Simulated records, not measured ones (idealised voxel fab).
Proc. module: voxel tone inversion
The width of the displayed cross-section, cut, is 240 nm; its cells are square, with a size of 5 nm.
For the purposes of this document, a cross-section shall be understood as a grid of square cells, specified as bands listed in top-to-bottom order, each band consisting of one or more rows of cells.
Band entry format. Leading values: height of top, height of bottom, nm. Remainder: materials in left-to-right order, each with its width in nm. Special words: "full width" on a single material, which then fills the band edge to edge; "air", empty space.
Counting heights begins at 0, where everything beneath is, in the wafer as received, one material. The lowest band has no bottom; it goes on downwards, as "top 0, no bottom" shows.
Top row gets the first number, bottom row gets the second, and each row in between changes by the same step: that is how a band width like "30 to 40" works.
Any step labelled "no modifications" changed none of the cells in the cross-section.
"Closed void roster" enumerates empty spaces isolated from the top, with no open way to it, that contain at least 8 cells, giving each as width x height at distance from the left edge, all three in nm.
Past the settings on a step's line: simulator remark, on that step.
When a step includes a mask, the "overlay nm" setting on its line states how far to the right of its planned place that mask lay, and negative values state how far to the left.

### Here's what the planned process steps look like
1 op RECEIVE | material Si
2 op CONFORMAL_DEP | material SiN | thk nm 5
3 op DIRECTIONAL_DEP | material aC | thk nm 20
4 op PATTERN | tone cover | mask id POSTS | material resist | width nm 15 | pitch nm 45 | thk nm 30 | overlay nm 0
5 op DIRECTIONAL_ETCH | etch materials aC | depth nm 20
6 op STRIP | etch materials resist
7 op FILL_DEP | material SiO2 | thk nm 5
8 op CMP | height nm 25
9 op STRIP | etch materials aC
10 op CONFORMAL_DEP | material TiN | thk nm 5
11 op FILL_DEP | material Ru | thk nm 5
12 op CMP | height nm 25
13 op CONFORMAL_DEP | material SiN | thk nm 5

### The first of the two wafers, which ran as planned

### Cross-section, incoming material, after step 1
- top 0, no bottom = Si full width
- Closed void roster: none

### You're looking at a cross-section of the wafer after step 2
- top 5, bottom 0 = SiN full width
- Lower than 0, everything is as it was.

### You're looking at a cross-section of the wafer after step 3
- top 25, bottom 5 = aC full width
- Lower than 5, everything is as it was.

### You're looking at a cross-section of the wafer after step 4
- top 55, bottom 25 = 45 air | 15 resist | 30 air | 15 resist | 30 air | 15 resist | 30 air | 15 resist | 45 air
- Lower than 25, everything is as it was.

### You're looking at a cross-section of the wafer after step 5
- top 35, bottom 25 = 45 air | 15 resist | 30 air | 15 resist | 30 air | 15 resist | 30 air | 15 resist | 45 air
- top 25, bottom 5 = 45 air | 15 aC | 30 air | 15 aC | 30 air | 15 aC | 30 air | 15 aC | 45 air
- Lower than 5, everything is as it was.

### You're looking at a cross-section of the wafer after step 6
- top 25, bottom 5 = 45 air | 15 aC | 30 air | 15 aC | 30 air | 15 aC | 30 air | 15 aC | 45 air
- Lower than 5, everything is as it was.

### You're looking at a cross-section of the wafer after step 7
- top 30, bottom 25 = SiO2 full width
- top 25, bottom 5 = 45 SiO2 | 15 aC | 30 SiO2 | 15 aC | 30 SiO2 | 15 aC | 30 SiO2 | 15 aC | 45 SiO2
- Lower than 5, everything is as it was.

### You're looking at a cross-section of the wafer after step 8
- top 25, bottom 5 = 45 SiO2 | 15 aC | 30 SiO2 | 15 aC | 30 SiO2 | 15 aC | 30 SiO2 | 15 aC | 45 SiO2
- Lower than 5, everything is as it was.

### You're looking at a cross-section of the wafer after step 9
- top 25, bottom 5 = 45 SiO2 | 15 air | 30 SiO2 | 15 air | 30 SiO2 | 15 air | 30 SiO2 | 15 air | 45 SiO2
- Lower than 5, everything is as it was.

### You're looking at a cross-section of the wafer after step 10
- top 30, bottom 25 = 50 TiN | 5 air | 40 TiN | 5 air | 40 TiN | 5 air | 40 TiN | 5 air | 50 TiN
- top 25, bottom 10 = 45 SiO2 | 5 TiN | 5 air | 5 TiN | 30 SiO2 | 5 TiN | 5 air | 5 TiN | 30 SiO2 | 5 TiN | 5 air | 5 TiN | 30 SiO2 | 5 TiN | 5 air | 5 TiN | 45 SiO2
- top 10, bottom 5 = 45 SiO2 | 15 TiN | 30 SiO2 | 15 TiN | 30 SiO2 | 15 TiN | 30 SiO2 | 15 TiN | 45 SiO2
- Lower than 5, everything is as it was.

### You're looking at a cross-section of the wafer after step 11
- top 35, bottom 30 = Ru full width
- top 30, bottom 25 = 50 TiN | 5 Ru | 40 TiN | 5 Ru | 40 TiN | 5 Ru | 40 TiN | 5 Ru | 50 TiN
- top 25, bottom 10 = 45 SiO2 | 5 TiN | 5 Ru | 5 TiN | 30 SiO2 | 5 TiN | 5 Ru | 5 TiN | 30 SiO2 | 5 TiN | 5 Ru | 5 TiN | 30 SiO2 | 5 TiN | 5 Ru | 5 TiN | 45 SiO2
- Lower than 10, everything is as it was.

### You're looking at a cross-section of the wafer after step 12
- top 25, bottom 10 = 45 SiO2 | 5 TiN | 5 Ru | 5 TiN | 30 SiO2 | 5 TiN | 5 Ru | 5 TiN | 30 SiO2 | 5 TiN | 5 Ru | 5 TiN | 30 SiO2 | 5 TiN | 5 Ru | 5 TiN | 45 SiO2
- Lower than 10, everything is as it was.

### You're looking at a cross-section of the wafer after step 13
- top 30, bottom 25 = SiN full width
- Lower than 25, everything is as it was.

### Here the second wafer is described. Its start and its plan were those of the first wafer. Its run contained one mistake. Up to and including step 7, it did exactly what the first wafer did

### Cross-section of the second wafer at the time step 8 of the plan should have ended
- top 20, bottom 5 = 45 SiO2 | 15 aC | 30 SiO2 | 15 aC | 30 SiO2 | 15 aC | 30 SiO2 | 15 aC | 45 SiO2
- Lower than 5, everything is as it was.

### Cross-section of the second wafer at the time step 9 of the plan should have ended
- top 20, bottom 5 = 45 SiO2 | 15 air | 30 SiO2 | 15 air | 30 SiO2 | 15 air | 30 SiO2 | 15 air | 45 SiO2
- Lower than 5, everything is as it was.

### Cross-section of the second wafer at the time step 10 of the plan should have ended
- top 25, bottom 20 = 50 TiN | 5 air | 40 TiN | 5 air | 40 TiN | 5 air | 40 TiN | 5 air | 50 TiN
- top 20, bottom 10 = 45 SiO2 | 5 TiN | 5 air | 5 TiN | 30 SiO2 | 5 TiN | 5 air | 5 TiN | 30 SiO2 | 5 TiN | 5 air | 5 TiN | 30 SiO2 | 5 TiN | 5 air | 5 TiN | 45 SiO2
- top 10, bottom 5 = 45 SiO2 | 15 TiN | 30 SiO2 | 15 TiN | 30 SiO2 | 15 TiN | 30 SiO2 | 15 TiN | 45 SiO2
- Lower than 5, everything is as it was.

### Cross-section of the second wafer at the time step 11 of the plan should have ended
- top 30, bottom 25 = Ru full width
- top 25, bottom 20 = 50 TiN | 5 Ru | 40 TiN | 5 Ru | 40 TiN | 5 Ru | 40 TiN | 5 Ru | 50 TiN
- top 20, bottom 10 = 45 SiO2 | 5 TiN | 5 Ru | 5 TiN | 30 SiO2 | 5 TiN | 5 Ru | 5 TiN | 30 SiO2 | 5 TiN | 5 Ru | 5 TiN | 30 SiO2 | 5 TiN | 5 Ru | 5 TiN | 45 SiO2
- Lower than 10, everything is as it was.

### Cross-section of the second wafer at the time step 12 of the plan should have ended
- top 25, bottom 20 = 50 TiN | 5 Ru | 40 TiN | 5 Ru | 40 TiN | 5 Ru | 40 TiN | 5 Ru | 50 TiN
- Lower than 20, everything is as it was.

### Cross-section of the second wafer at the time step 13 of the plan should have ended
- top 30, bottom 25 = SiN full width
- Lower than 25, everything is as it was.
It is concluded that the wafer was processed incorrectly with respect to the plan, in that step 8 off recipe, ran as op CMP | height nm 20
Once processing is complete, comparing cell counts shows that the second wafer has more or fewer of certain materials than the first: SiO2 -36; TiN +36
